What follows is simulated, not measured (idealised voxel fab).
process module | voxel transistor to metal
cross-section cut | 200 nm wide | cells 5 nm
A cross-section is a grid of square cells, given in bands from the top down. A band is one or more rows of cells.
Each band's line starts with the height of the band's top and of its bottom, in nm. Then come its materials from left to right, each with its width in nm. One material with "throughout" fills the band from edge to edge. "air" is empty space.
Height 0 is the level under which the wafer as received is all one material. The lowest band goes on downwards, as in "0 down".
A width such as "30 to 40" changes by the same amount from each row of cells to the next, from the band's top row to its bottom row.
"no change" after a step means that no cell of the cross-section changed.
closed voids: empty space of 8 cells or more with no open way to the top, each as width x height at its distance from the left edge, in nm
after a step's settings: what the simulator itself notes on the step
overlay nm, on a step with a mask: how far to the right of its planned place the mask lay; to the left if negative
plan
1 op RECEIVE | material Si
2 op CONFORMAL_DEP | material SiO2 | thk nm 5
3 op CONFORMAL_DEP | material SiN | thk nm 15
4 op PATTERN | tone cover | mask id ACTIVE | material resist | width nm 100 | thk nm 15 | overlay nm 0
5 op DIRECTIONAL_ETCH | etch materials SiN | depth nm 15
6 op DIRECTIONAL_ETCH | etch materials SiO2 | depth nm 5
7 op DIRECTIONAL_ETCH | etch materials Si | depth nm 30
8 op STRIP | etch materials resist
9 op OXIDIZE | depth nm 5
10 op FILL_DEP | material SiO2 | thk nm 5
11 op CMP | height nm 20
12 op SELECTIVE_ETCH | etch materials SiO2 | depth nm 15
13 op STRIP | etch materials SiN
14 op SELECTIVE_ETCH | etch materials SiO2 | depth nm 5
15 op OXIDIZE | depth nm 5
16 op DIRECTIONAL_DEP | material polySi | thk nm 20
17 op DIRECTIONAL_DEP | material SiCN | thk nm 15
18 op PATTERN | tone cover | mask id GATE | material resist | width nm 20 | thk nm 20 | overlay nm 0
19 op DIRECTIONAL_ETCH | etch materials SiCN | depth nm 25
20 op DIRECTIONAL_ETCH | etch materials polySi | depth nm 30
21 op STRIP | etch materials resist
22 op CONFORMAL_DEP | material SiO2 | thk nm 5
23 op DIRECTIONAL_ETCH | etch materials SiO2 | depth nm 5
24 op CONFORMAL_DEP | material SiN | thk nm 5
25 op DIRECTIONAL_ETCH | etch materials SiN | depth nm 5
26 op DIRECTIONAL_ETCH | etch materials SiO2 | depth nm 5
27 op DIRECTIONAL_ETCH | etch materials Si | depth nm 10
28 op EPI | material pSi | thk nm 15
29 op FILL_DEP | material SiO2 | thk nm 5
30 op CMP | height nm 35
31 op DIRECTIONAL_DEP | material SiO2 | thk nm 10
32 op DIRECTIONAL_DEP | material aC | thk nm 15
33 op PATTERN | tone open | mask id CONTACT | material resist | width nm 30 | pitch nm 60 | thk nm 30 | overlay nm 0
34 op DIRECTIONAL_ETCH | etch materials aC | depth nm 15
35 op STRIP | etch materials resist
36 op DIRECTIONAL_ETCH | etch materials SiO2 | depth nm 45
37 op STRIP | etch materials aC
38 op CONFORMAL_DEP | material TiN | thk nm 5
39 op FILL_DEP | material Ru | thk nm 10
40 op CMP | height nm 45
41 op DIRECTIONAL_DEP | material TiN | thk nm 5
42 op DIRECTIONAL_DEP | material W | thk nm 15
43 op PATTERN | tone cover | mask id METAL_1 | material resist | width nm 20 | pitch nm 70 | thk nm 15 | overlay nm 0
44 op DIRECTIONAL_ETCH | etch materials W | depth nm 15
45 op DIRECTIONAL_ETCH | etch materials TiN | depth nm 5
46 op STRIP | etch materials resist
47 op FILL_DEP | material lowk | thk nm 5
48 op CMP | height nm 65
49 op CONFORMAL_DEP | material SiCN | thk nm 5
50 op DIRECTIONAL_DEP | material lowk | thk nm 30
51 op MASKED_ETCH | tone open | mask id METAL_2_HOLES | width nm 15 | pitch nm 70 | etch materials lowk | depth nm 30 | overlay nm 0
52 op MASKED_ETCH | tone open | mask id METAL_2 | width nm 20 | pitch nm 70 | etch materials lowk | depth nm 20 | overlay nm 0
53 op MASKED_ETCH | tone open | mask id METAL_2 | width nm 20 | pitch nm 70 | etch materials SiCN | depth nm 5 | overlay nm 0
54 op CONFORMAL_DEP | material TiN | thk nm 5
55 op FILL_DEP | material Ru | thk nm 5
56 op CMP | height nm 100
57 op CONFORMAL_DEP | material SiN | thk nm 5
first wafer, as planned
as received, after step 1
  0 down: Si throughout
  closed voids: none
after step 2
  5 to 0: SiO2 throughout
  below 0: unchanged
after step 3
  20 to 5: SiN throughout
  below 5: unchanged
after step 4
  35 to 20: air 50 | resist 100 | air 50
  below 20: unchanged
after step 5
  35 to 20: air 50 | resist 100 | air 50
  20 to 5: air 50 | SiN 100 | air 50
  below 5: unchanged
after step 6
  35 to 20: air 50 | resist 100 | air 50
  20 to 5: air 50 | SiN 100 | air 50
  5 to 0: air 50 | SiO2 100 | air 50
  below 0: unchanged
after step 7
  35 to 20: air 50 | resist 100 | air 50
  20 to 5: air 50 | SiN 100 | air 50
  5 to 0: air 50 | SiO2 100 | air 50
  0 to -30: air 50 | Si 100 | air 50
  below -30: unchanged
after step 8
  20 to 5: air 50 | SiN 100 | air 50
  below 5: unchanged
after step 9
  20 to 5: air 50 | SiN 100 | air 50
  5 to 0: air 50 | SiO2 100 | air 50
  0 to -30: air 50 | SiO2 5 | Si 90 | SiO2 5 | air 50
  -30 to -35: SiO2 55 | Si 90 | SiO2 55
  below -35: unchanged
after step 10
  25 to 20: SiO2 throughout
  20 to 5: SiO2 50 | SiN 100 | SiO2 50
  5 to 0: SiO2 throughout
  0 to -35: SiO2 55 | Si 90 | SiO2 55
  below -35: unchanged
after step 11
  20 to 5: SiO2 50 | SiN 100 | SiO2 50
  below 5: unchanged
after step 12
  20 to 5: air 50 | SiN 100 | air 50
  below 5: unchanged
after step 13
  5 to 0: SiO2 throughout
  below 0: unchanged
after step 14
  0 to -35: SiO2 55 | Si 90 | SiO2 55
  below -35: unchanged
after step 15
  0 to -5: SiO2 throughout
  below -5: unchanged
after step 16
  20 to 0: polySi throughout
  below 0: unchanged
after step 17
  35 to 20: SiCN throughout
  below 20: unchanged
after step 18
  55 to 35: air 90 | resist 20 | air 90
  below 35: unchanged
after step 19
  55 to 35: air 90 | resist 20 | air 90
  35 to 20: air 90 | SiCN 20 | air 90
  below 20: unchanged
after step 20
  55 to 35: air 90 | resist 20 | air 90
  35 to 20: air 90 | SiCN 20 | air 90
  20 to 0: air 90 | polySi 20 | air 90
  below 0: unchanged
after step 21
  35 to 20: air 90 | SiCN 20 | air 90
  below 20: unchanged
after step 22
  40 to 35: air 85 | SiO2 30 | air 85
  35 to 20: air 85 | SiO2 5 | SiCN 20 | SiO2 5 | air 85
  20 to 5: air 85 | SiO2 5 | polySi 20 | SiO2 5 | air 85
  5 to 0: SiO2 90 | polySi 20 | SiO2 90
  below 0: unchanged
after step 23
  35 to 20: air 85 | SiO2 5 | SiCN 20 | SiO2 5 | air 85
  20 to 0: air 85 | SiO2 5 | polySi 20 | SiO2 5 | air 85
  below 0: unchanged
after step 24
  40 to 35: air 80 | SiN 40 | air 80
  35 to 20: air 80 | SiN 5 | SiO2 5 | SiCN 20 | SiO2 5 | SiN 5 | air 80
  20 to 5: air 80 | SiN 5 | SiO2 5 | polySi 20 | SiO2 5 | SiN 5 | air 80
  5 to 0: SiN 85 | SiO2 5 | polySi 20 | SiO2 5 | SiN 85
  below 0: unchanged
after step 25
  35 to 20: air 80 | SiN 5 | SiO2 5 | SiCN 20 | SiO2 5 | SiN 5 | air 80
  20 to 0: air 80 | SiN 5 | SiO2 5 | polySi 20 | SiO2 5 | SiN 5 | air 80
  below 0: unchanged
after step 26
  35 to 30: air 80 | SiN 5 | air 5 | SiCN 20 | air 5 | SiN 5 | air 80
  30 to 20: air 80 | SiN 5 | SiO2 5 | SiCN 20 | SiO2 5 | SiN 5 | air 80
  20 to 0: air 80 | SiN 5 | SiO2 5 | polySi 20 | SiO2 5 | SiN 5 | air 80
  0 to -5: air 80 | SiO2 40 | air 80
  below -5: unchanged
after step 27
  35 to 30: air 80 | SiN 5 | air 5 | SiCN 20 | air 5 | SiN 5 | air 80
  30 to 20: air 80 | SiN 5 | SiO2 5 | SiCN 20 | SiO2 5 | SiN 5 | air 80
  20 to 0: air 80 | SiN 5 | SiO2 5 | polySi 20 | SiO2 5 | SiN 5 | air 80
  0 to -5: air 80 | SiO2 40 | air 80
  -5 to -15: SiO2 55 | air 25 | Si 40 | air 25 | SiO2 55
  below -15: unchanged
after step 28
  35 to 30: air 80 | SiN 5 | air 5 | SiCN 20 | air 5 | SiN 5 | air 80
  30 to 20: air 80 | SiN 5 | SiO2 5 | SiCN 20 | SiO2 5 | SiN 5 | air 80
  20 to 10: air 80 | SiN 5 | SiO2 5 | polySi 20 | SiO2 5 | SiN 5 | air 80
  10 to 0: air 65 | pSi 15 | SiN 5 | SiO2 5 | polySi 20 | SiO2 5 | SiN 5 | pSi 15 | air 65
  0 to -5: air 50 | pSi 30 | SiO2 40 | pSi 30 | air 50
  -5 to -15: SiO2 55 | pSi 25 | Si 40 | pSi 25 | SiO2 55
  below -15: unchanged
after step 29
  40 to 35: SiO2 throughout
  35 to 20: SiO2 80 | SiN 5 | SiO2 5 | SiCN 20 | SiO2 5 | SiN 5 | SiO2 80
  20 to 10: SiO2 80 | SiN 5 | SiO2 5 | polySi 20 | SiO2 5 | SiN 5 | SiO2 80
  10 to 0: SiO2 65 | pSi 15 | SiN 5 | SiO2 5 | polySi 20 | SiO2 5 | SiN 5 | pSi 15 | SiO2 65
  0 to -5: SiO2 50 | pSi 30 | SiO2 40 | pSi 30 | SiO2 50
  below -5: unchanged
after step 30
  35 to 20: SiO2 80 | SiN 5 | SiO2 5 | SiCN 20 | SiO2 5 | SiN 5 | SiO2 80
  below 20: unchanged
after step 31
  45 to 35: SiO2 throughout
  below 35: unchanged
after step 32
  60 to 45: aC throughout
  below 45: unchanged
after step 33
  90 to 60: resist 55 | air 30 | resist 30 | air 30 | resist 55
  below 60: unchanged
after step 34
  75 to 60: resist 55 | air 30 | resist 30 | air 30 | resist 55
  60 to 45: aC 55 | air 30 | aC 30 | air 30 | aC 55
  below 45: unchanged
after step 35
  60 to 45: aC 55 | air 30 | aC 30 | air 30 | aC 55
  below 45: unchanged
after step 36
  60 to 45: aC 55 | air 30 | aC 30 | air 30 | aC 55
  45 to 35: SiO2 55 | air 30 | SiO2 30 | air 30 | SiO2 55
  35 to 20: SiO2 55 | air 25 | SiN 5 | SiO2 5 | SiCN 20 | SiO2 5 | SiN 5 | air 25 | SiO2 55
  20 to 10: SiO2 55 | air 25 | SiN 5 | SiO2 5 | polySi 20 | SiO2 5 | SiN 5 | air 25 | SiO2 55
  10 to 0: SiO2 55 | air 10 | pSi 15 | SiN 5 | SiO2 5 | polySi 20 | SiO2 5 | SiN 5 | pSi 15 | air 10 | SiO2 55
  below 0: unchanged
after step 37
  45 to 35: SiO2 55 | air 30 | SiO2 30 | air 30 | SiO2 55
  below 35: unchanged
after step 38
  50 to 45: TiN 60 | air 20 | TiN 40 | air 20 | TiN 60
  45 to 35: SiO2 55 | TiN 5 | air 20 to 15 | TiN 5 to 10 | SiO2 30 | TiN 5 to 10 | air 20 to 15 | TiN 5 | SiO2 55
  35 to 20: SiO2 55 | TiN 5 | air 15 | TiN 5 | SiN 5 | SiO2 5 | SiCN 20 | SiO2 5 | SiN 5 | TiN 5 | air 15 | TiN 5 | SiO2 55
  20 to 15: SiO2 55 | TiN 5 | air 15 | TiN 5 | SiN 5 | SiO2 5 | polySi 20 | SiO2 5 | SiN 5 | TiN 5 | air 15 | TiN 5 | SiO2 55
  15 to 10: SiO2 55 | TiN 25 | SiN 5 | SiO2 5 | polySi 20 | SiO2 5 | SiN 5 | TiN 25 | SiO2 55
  10 to 0: SiO2 55 | TiN 10 | pSi 15 | SiN 5 | SiO2 5 | polySi 20 | SiO2 5 | SiN 5 | pSi 15 | TiN 10 | SiO2 55
  below 0: unchanged
after step 39
  60 to 50: Ru throughout
  50 to 45: TiN 60 | Ru 20 | TiN 40 | Ru 20 | TiN 60
  45 to 35: SiO2 55 | TiN 5 | Ru 20 to 15 | TiN 5 to 10 | SiO2 30 | TiN 5 to 10 | Ru 20 to 15 | TiN 5 | SiO2 55
  35 to 20: SiO2 55 | TiN 5 | Ru 15 | TiN 5 | SiN 5 | SiO2 5 | SiCN 20 | SiO2 5 | SiN 5 | TiN 5 | Ru 15 | TiN 5 | SiO2 55
  20 to 15: SiO2 55 | TiN 5 | Ru 15 | TiN 5 | SiN 5 | SiO2 5 | polySi 20 | SiO2 5 | SiN 5 | TiN 5 | Ru 15 | TiN 5 | SiO2 55
  below 15: unchanged
after step 40
  45 to 35: SiO2 55 | TiN 5 | Ru 20 to 15 | TiN 5 to 10 | SiO2 30 | TiN 5 to 10 | Ru 20 to 15 | TiN 5 | SiO2 55
  below 35: unchanged
after step 41
  50 to 45: TiN throughout
  below 45: unchanged
after step 42
  65 to 50: W throughout
  below 50: unchanged
after step 43
  80 to 65: air 55 | resist 20 | air 50 | resist 20 | air 55
  below 65: unchanged
after step 44
  80 to 65: air 55 | resist 20 | air 50 | resist 20 | air 55
  65 to 50: air 55 | W 20 | air 50 | W 20 | air 55
  below 50: unchanged
after step 45
  80 to 65: air 55 | resist 20 | air 50 | resist 20 | air 55
  65 to 50: air 55 | W 20 | air 50 | W 20 | air 55
  50 to 45: air 55 | TiN 20 | air 50 | TiN 20 | air 55
  below 45: unchanged
after step 46
  65 to 50: air 55 | W 20 | air 50 | W 20 | air 55
  below 50: unchanged
after step 47
  70 to 65: lowk throughout
  65 to 50: lowk 55 | W 20 | lowk 50 | W 20 | lowk 55
  50 to 45: lowk 55 | TiN 20 | lowk 50 | TiN 20 | lowk 55
  below 45: unchanged
after step 48
  65 to 50: lowk 55 | W 20 | lowk 50 | W 20 | lowk 55
  below 50: unchanged
after step 49
  70 to 65: SiCN throughout
  below 65: unchanged
after step 50
  100 to 70: lowk throughout
  below 70: unchanged
after step 51
  100 to 70: lowk 55 | air 15 | lowk 55 | air 15 | lowk 60
  below 70: unchanged
after step 52
  100 to 80: lowk 55 | air 20 | lowk 50 | air 20 | lowk 55
  below 80: unchanged
after step 53
  100 to 80: lowk 55 | air 20 | lowk 50 | air 20 | lowk 55
  80 to 70: lowk 55 | air 15 | lowk 55 | air 15 | lowk 60
  70 to 65: SiCN 55 | air 15 | SiCN 55 | air 15 | SiCN 60
  below 65: unchanged
after step 54
  105 to 100: TiN 60 | air 10 | TiN 60 | air 10 | TiN 60
  100 to 85: lowk 55 | TiN 5 | air 10 | TiN 5 | lowk 50 | TiN 5 | air 10 | TiN 5 | lowk 55
  85 to 80: lowk 55 | TiN 5 | air 5 | TiN 10 | lowk 50 | TiN 5 | air 5 | TiN 10 | lowk 55
  80 to 70: lowk 55 | TiN 5 | air 5 | TiN 5 | lowk 55 | TiN 5 | air 5 | TiN 5 | lowk 60
  70 to 65: SiCN 55 | TiN 15 | SiCN 55 | TiN 15 | SiCN 60
  below 65: unchanged
after step 55
  110 to 105: Ru throughout
  105 to 100: TiN 60 | Ru 10 | TiN 60 | Ru 10 | TiN 60
  100 to 85: lowk 55 | TiN 5 | Ru 10 | TiN 5 | lowk 50 | TiN 5 | Ru 10 | TiN 5 | lowk 55
  85 to 80: lowk 55 | TiN 5 | Ru 5 | TiN 10 | lowk 50 | TiN 5 | Ru 5 | TiN 10 | lowk 55
  80 to 70: lowk 55 | TiN 5 | Ru 5 | TiN 5 | lowk 55 | TiN 5 | Ru 5 | TiN 5 | lowk 60
  below 70: unchanged
after step 56
  100 to 85: lowk 55 | TiN 5 | Ru 10 | TiN 5 | lowk 50 | TiN 5 | Ru 10 | TiN 5 | lowk 55
  below 85: unchanged
after step 57
  105 to 100: SiN throughout
  below 100: unchanged
second wafer: like start, like plan, one mistake. Through step 17 it matches the first wafer
when step 18 should have ended
  55 to 35: resist 90 | air 20 | resist 90
  below 35: unchanged
when step 19 should have ended
  55 to 35: resist 90 | air 20 | resist 90
  35 to 20: SiCN 90 | air 20 | SiCN 90
  below 20: unchanged
when step 20 should have ended
  55 to 35: resist 90 | air 20 | resist 90
  35 to 20: SiCN 90 | air 20 | SiCN 90
  20 to 0: polySi 90 | air 20 | polySi 90
  below 0: unchanged
when step 21 should have ended
  35 to 20: SiCN 90 | air 20 | SiCN 90
  below 20: unchanged
when step 22 should have ended
  40 to 35: SiO2 95 | air 10 | SiO2 95
  35 to 20: SiCN 90 | SiO2 5 | air 10 | SiO2 5 | SiCN 90
  20 to 5: polySi 90 | SiO2 5 | air 10 | SiO2 5 | polySi 90
  5 to 0: polySi 90 | SiO2 20 | polySi 90
  below 0: unchanged
when step 23 should have ended
  35 to 20: SiCN 90 | SiO2 5 | air 10 | SiO2 5 | SiCN 90
  20 to 0: polySi 90 | SiO2 5 | air 10 | SiO2 5 | polySi 90
  below 0: unchanged
when step 24 should have ended
  40 to 35: SiN throughout
  35 to 20: SiCN 90 | SiO2 5 | SiN 10 | SiO2 5 | SiCN 90
  20 to 0: polySi 90 | SiO2 5 | SiN 10 | SiO2 5 | polySi 90
  below 0: unchanged
when step 25 should have ended
  35 to 20: SiCN 90 | SiO2 5 | SiN 10 | SiO2 5 | SiCN 90
  below 20: unchanged
when step 26 should have ended
  35 to 30: SiCN 90 | air 5 | SiN 10 | air 5 | SiCN 90
  below 30: unchanged
when step 27 should have ended: no change
when step 28 should have ended: no change
when step 29 should have ended
  40 to 35: SiO2 throughout
  35 to 20: SiCN 90 | SiO2 5 | SiN 10 | SiO2 5 | SiCN 90
  below 20: unchanged
when step 30 should have ended
  35 to 20: SiCN 90 | SiO2 5 | SiN 10 | SiO2 5 | SiCN 90
  below 20: unchanged
when step 31 should have ended
  45 to 35: SiO2 throughout
  below 35: unchanged
when step 32 should have ended
  60 to 45: aC throughout
  below 45: unchanged
when step 33 should have ended
  90 to 60: resist 55 | air 30 | resist 30 | air 30 | resist 55
  below 60: unchanged
when step 34 should have ended
  75 to 60: resist 55 | air 30 | resist 30 | air 30 | resist 55
  60 to 45: aC 55 | air 30 | aC 30 | air 30 | aC 55
  below 45: unchanged
when step 35 should have ended
  60 to 45: aC 55 | air 30 | aC 30 | air 30 | aC 55
  below 45: unchanged
when step 36 should have ended
  60 to 45: aC 55 | air 30 | aC 30 | air 30 | aC 55
  45 to 35: SiO2 55 | air 30 | SiO2 30 | air 30 | SiO2 55
  below 35: unchanged
when step 37 should have ended
  45 to 35: SiO2 55 | air 30 | SiO2 30 | air 30 | SiO2 55
  below 35: unchanged
when step 38 should have ended
  50 to 45: TiN 60 | air 20 | TiN 40 | air 20 | TiN 60
  45 to 40: SiO2 55 | TiN 5 | air 20 | TiN 5 | SiO2 30 | TiN 5 | air 20 | TiN 5 | SiO2 55
  40 to 35: SiO2 55 | TiN 30 | SiO2 30 | TiN 30 | SiO2 55
  below 35: unchanged
when step 39 should have ended
  60 to 50: Ru throughout
  50 to 45: TiN 60 | Ru 20 | TiN 40 | Ru 20 | TiN 60
  45 to 40: SiO2 55 | TiN 5 | Ru 20 | TiN 5 | SiO2 30 | TiN 5 | Ru 20 | TiN 5 | SiO2 55
  below 40: unchanged
when step 40 should have ended
  45 to 40: SiO2 55 | TiN 5 | Ru 20 | TiN 5 | SiO2 30 | TiN 5 | Ru 20 | TiN 5 | SiO2 55
  below 40: unchanged
when step 41 should have ended
  50 to 45: TiN throughout
  below 45: unchanged
when step 42 should have ended
  65 to 50: W throughout
  below 50: unchanged
when step 43 should have ended
  80 to 65: air 55 | resist 20 | air 50 | resist 20 | air 55
  below 65: unchanged
when step 44 should have ended
  80 to 65: air 55 | resist 20 | air 50 | resist 20 | air 55
  65 to 50: air 55 | W 20 | air 50 | W 20 | air 55
  below 50: unchanged
when step 45 should have ended
  80 to 65: air 55 | resist 20 | air 50 | resist 20 | air 55
  65 to 50: air 55 | W 20 | air 50 | W 20 | air 55
  50 to 45: air 55 | TiN 20 | air 50 | TiN 20 | air 55
  below 45: unchanged
when step 46 should have ended
  65 to 50: air 55 | W 20 | air 50 | W 20 | air 55
  below 50: unchanged
when step 47 should have ended
  70 to 65: lowk throughout
  65 to 50: lowk 55 | W 20 | lowk 50 | W 20 | lowk 55
  50 to 45: lowk 55 | TiN 20 | lowk 50 | TiN 20 | lowk 55
  below 45: unchanged
when step 48 should have ended
  65 to 50: lowk 55 | W 20 | lowk 50 | W 20 | lowk 55
  below 50: unchanged
when step 49 should have ended
  70 to 65: SiCN throughout
  below 65: unchanged
when step 50 should have ended
  100 to 70: lowk throughout
  below 70: unchanged
when step 51 should have ended
  100 to 70: lowk 55 | air 15 | lowk 55 | air 15 | lowk 60
  below 70: unchanged
when step 52 should have ended
  100 to 80: lowk 55 | air 20 | lowk 50 | air 20 | lowk 55
  below 80: unchanged
when step 53 should have ended
  100 to 80: lowk 55 | air 20 | lowk 50 | air 20 | lowk 55
  80 to 70: lowk 55 | air 15 | lowk 55 | air 15 | lowk 60
  70 to 65: SiCN 55 | air 15 | SiCN 55 | air 15 | SiCN 60
  below 65: unchanged
when step 54 should have ended
  105 to 100: TiN 60 | air 10 | TiN 60 | air 10 | TiN 60
  100 to 85: lowk 55 | TiN 5 | air 10 | TiN 5 | lowk 50 | TiN 5 | air 10 | TiN 5 | lowk 55
  85 to 80: lowk 55 | TiN 5 | air 5 | TiN 10 | lowk 50 | TiN 5 | air 5 | TiN 10 | lowk 55
  80 to 70: lowk 55 | TiN 5 | air 5 | TiN 5 | lowk 55 | TiN 5 | air 5 | TiN 5 | lowk 60
  70 to 65: SiCN 55 | TiN 15 | SiCN 55 | TiN 15 | SiCN 60
  below 65: unchanged
when step 55 should have ended
  110 to 105: Ru throughout
  105 to 100: TiN 60 | Ru 10 | TiN 60 | Ru 10 | TiN 60
  100 to 85: lowk 55 | TiN 5 | Ru 10 | TiN 5 | lowk 50 | TiN 5 | Ru 10 | TiN 5 | lowk 55
  85 to 80: lowk 55 | TiN 5 | Ru 5 | TiN 10 | lowk 50 | TiN 5 | Ru 5 | TiN 10 | lowk 55
  80 to 70: lowk 55 | TiN 5 | Ru 5 | TiN 5 | lowk 55 | TiN 5 | Ru 5 | TiN 5 | lowk 60
  below 70: unchanged
when step 56 should have ended
  100 to 85: lowk 55 | TiN 5 | Ru 10 | TiN 5 | lowk 50 | TiN 5 | Ru 10 | TiN 5 | lowk 55
  below 85: unchanged
when step 57 should have ended
  105 to 100: SiN throughout
  below 100: unchanged
what went wrong: step 18 ran as: op PATTERN | tone open | mask id GATE | material resist | width nm 20 | thk nm 20 | overlay nm 0
at the end the second wafer has, in cells: 30 fewer of Ru | 20 more of Si | 96 more of SiCN | 142 fewer of SiO2 | 28 fewer of TiN | 44 fewer of pSi | 128 more of polySi
